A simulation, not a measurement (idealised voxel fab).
Process module heading - voxel fin reveal
Cross-sectional view cut (width: 220 nm; square cell size: 5 nm).
Bands, listed from the top down, are how a cross-section gets written in this document; the cross-section itself is a grid of square cells, and a band is one or more rows of them. Band: top height; bottom height; in nm. Then, left to right: material with width in nm, for each material. "all across": a single material spanning edge to edge. "blank": empty space. Convention: height 0 is the level below which the wafer, as received, is all one material. The lowest band does not terminate at the bottom but continues downward, represented as "0 -> down". The notation "30..40" denotes a width that varies across the rows of cells in the band, beginning at the first number in the top row, finishing at the second number in the bottom row, and changing by an identical amount from each row to the next. "remains unaltered", as given for a step, is the statement that not any cell of the cross-section underwent a change during that step. "Sealed voids" specifies each empty space that is not open to the top and that occupies no fewer than 8 cells, using the form width x height at distance, the distance measured from the left edge and all three quantities in nm. Step line, after settings: the simulator's comment on this step. The setting "overlay nm" may be written on the line of a step. When the step uses a mask, the value reports how far to the right of the planned place the mask lay, and a negative value reports that it lay to the left.

-- Planned step list for the process
1) RECEIVE | material Si
2) CONFORMAL_DEP | material SiN | thk nm 10
3) MASKED_ETCH | tone cover | mask id FINS | width nm 15 | pitch nm 35 | etch materials SiN | depth nm 10 | overlay nm 0
4) MASKED_ETCH | tone cover | mask id FINS | width nm 15 | pitch nm 35 | etch materials Si | depth nm 40 | overlay nm 0
5) OXIDIZE | depth nm 5
6) FILL_DEP | material SiO2 | thk nm 15
7) CMP | height nm 10
8) SELECTIVE_ETCH | etch materials SiO2 | depth nm 30
9) STRIP | etch materials SiN

-- As-received state of the wafer in cross-section, equivalent to post-step 1
    0 -> down: Si all across
    Sealed voids: none

-- Module complete - cross-section of the first of two wafers, run according to plan
    0 -> -20: blank 70 nm, Si 5 nm, blank 30 nm, Si 5 nm, blank 30 nm, Si 5 nm, blank 75 nm
    -20 -> -45: SiO2 70 nm, Si 5 nm, SiO2 30 nm, Si 5 nm, SiO2 30 nm, Si 5 nm, SiO2 75 nm
    -45 -> down: Si all across
    Sealed voids: none

-- Second wafer of the two, sectioned at the end of the module. It began like the first and followed the same plan, but one mistake was made while running it
    0 -> -20: blank 70 nm, Si 10 nm, blank 25 nm, Si 10 nm, blank 25 nm, Si 10 nm, blank 70 nm
    -20 -> -45: SiO2 70 nm, Si 10 nm, SiO2 25 nm, Si 10 nm, SiO2 25 nm, Si 10 nm, SiO2 70 nm
    -45 -> down: Si all across
    Sealed voids: none
Against the plan, the run slipped here: rather than as planned, step 3 actually ran as MASKED_ETCH | tone cover | mask id FINS | width nm 20 | pitch nm 35 | etch materials SiN | depth nm 10 | overlay nm 0
Final comparison by cell count, materials where the second wafer has more or fewer than the first: 27 more of Si, 15 fewer of SiO2
